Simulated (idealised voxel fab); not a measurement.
Process module in this document: voxel fin reveal
Cross-section cut spans 160 nm and uses square cells 5 nm in size.
Square cells in a grid make up a cross-section in this document, and the grid is given as bands, listed from the top down, each one or more rows of cells. Band entry format. Leading values: height of top, height of bottom, nm. Remainder: materials in left-to-right order, each with its width in nm. Special words: "edge to edge" on a single material, which then fills the band edge to edge; "empty", empty space. All heights in this document are referenced to 0, defined as the level beneath which the wafer, as received, consists entirely of one material. The lowest band is not bounded below; it extends indefinitely downward and is written in the form "from 0 down". A width such as "30->40" changes by the same amount from each row of cells to the next, from the band's top row to its bottom row. "changes: none", as given for a step, is the statement that not any cell of the cross-section underwent a change during that step. "Voids lacking openings" means: voids of 8 cells or more that are shut off from the top with no open way through. Written width x height at distance, distance from the left edge, in nm. Where a step's line continues beyond its settings, the continuation is a remark by the simulator itself on that step. "overlay nm" on a masked step: distance the mask lay right of its planned place, negative for left.

**The steps planned for the process are as follows**
1 op RECEIVE | material Si
2 op CONFORMAL_DEP | material SiN | thk nm 10
3 op DIRECTIONAL_DEP | material aC | thk nm 15
4 op PATTERN | tone cover | mask id FINS | material resist | width nm 15 | pitch nm 40 | thk nm 35 | overlay nm 0
5 op DIRECTIONAL_ETCH | etch materials aC | depth nm 15
6 op STRIP | etch materials resist
7 op DIRECTIONAL_ETCH | etch materials SiN | depth nm 10
8 op DIRECTIONAL_ETCH | etch materials Si | depth nm 30
9 op STRIP | etch materials aC
10 op FILL_DEP | material SiO2 | thk nm 15
11 op CMP | height nm 10
12 op SELECTIVE_ETCH | etch materials SiO2 | depth nm 25
13 op STRIP | etch materials SiN
14 op CONFORMAL_DEP | material HfO2 | thk nm 5

**Wafer at receipt (post step 1), cross-section**
  from 0 down = Si edge to edge
  Voids lacking openings: none

**The module was run from the start shown above using the plan shown above, but one mistake was made doing it; the resulting wafer cross-section is below**
  from 5 to 0 = HfO2 edge to edge
  from 0 to -30 = SiO2 30 | Si 15 | SiO2 25 | Si 15 | SiO2 25 | Si 15 | SiO2 35
  from -30 down = Si edge to edge
  Voids lacking openings: none
Misprocessing identified: not run: step 11 of the plan (skipped)
